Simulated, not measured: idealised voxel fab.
The following process module bears the name voxel quadruple lines.
Each square cell in cross-section cut measures 5 nm, and the section as a whole is 205 nm wide.
For the purposes of this document, a cross-section shall be understood as a grid of square cells, specified as bands listed in top-to-bottom order, each band consisting of one or more rows of cells. Band: top and bottom heights (nm) first, top before bottom; then materials from left to right, widths in nm. "throughout" marks a sole material filling the band edge to edge. "empty" denotes empty space. Height 0 is the level under which the wafer as received is all one material. The lowest band goes on downwards, as in "0 -> down". A two-number width, for instance "30->40", indicates that the width is equal to the first number in the top row of the band and to the second number in the bottom row, and that it changes by a constant amount per row of cells. "everything unchanged" after a step means that no cell of the cross-section changed. "Catalogued sealed voids" lists enclosed empty spaces (at least 8 cells, no open path upward to the top), each as width x height at distance from the left edge, in nm. That trailing text on a step's line, after the settings, is the simulator's own remark on the step. overlay nm: mask right of planned place by this much (step with mask). Neg. = left.

The planned process steps are enumerated hereunder:
1,RECEIVE: material Si
2,CONFORMAL_DEP: material SiO2, thk nm 10
3,DIRECTIONAL_DEP: material TiN, thk nm 15
4,DIRECTIONAL_DEP: material polySi, thk nm 20
5,DIRECTIONAL_DEP: material aC, thk nm 25
6,PATTERN: tone cover, mask id MANDREL, material resist, width nm 20, thk nm 30, overlay nm 0
7,DIRECTIONAL_ETCH: etch materials aC, depth nm 25
8,STRIP: etch materials resist
9,CONFORMAL_DEP: material SiO2, thk nm 10
10,DIRECTIONAL_ETCH: etch materials SiO2, depth nm 10
11,STRIP: etch materials aC
12,DIRECTIONAL_ETCH: etch materials polySi, depth nm 20
13,STRIP: etch materials SiO2
14,CONFORMAL_DEP: material SiN, thk nm 5
15,DIRECTIONAL_ETCH: etch materials SiN, depth nm 5
16,STRIP: etch materials polySi
17,DIRECTIONAL_ETCH: etch materials TiN, depth nm 15
18,STRIP: etch materials SiN

As received (post step 1): cross-section:
  0 -> down | Si throughout
  Catalogued sealed voids: none

End-of-module XS, first of two wafers, run as planned:
  25 -> 10 | empty 75 nm; TiN 5 nm; empty 10 nm; TiN 5 nm; empty 10 nm; TiN 5 nm; empty 10 nm; TiN 5 nm; empty 80 nm
  10 -> 0 | SiO2 throughout
  0 -> down | Si throughout
  Catalogued sealed voids: none

Second of two wafers, module complete, sectioned: it shares the first wafer's start and plan but was run with one mistake:
  25 -> 10 | empty 85 nm; TiN 5 nm; empty 10 nm; TiN 5 nm; empty 10 nm; TiN 5 nm; empty 10 nm; TiN 5 nm; empty 70 nm
  10 -> 0 | SiO2 throughout
  0 -> down | Si throughout
  Catalogued sealed voids: none
The plan and the run diverged here: planned and actual differ for step 6; actual: PATTERN: tone cover, mask id MANDREL, material resist, width nm 20, thk nm 30, overlay nm 10
Final state: per-material cell counts identical on both wafers; locations differ.
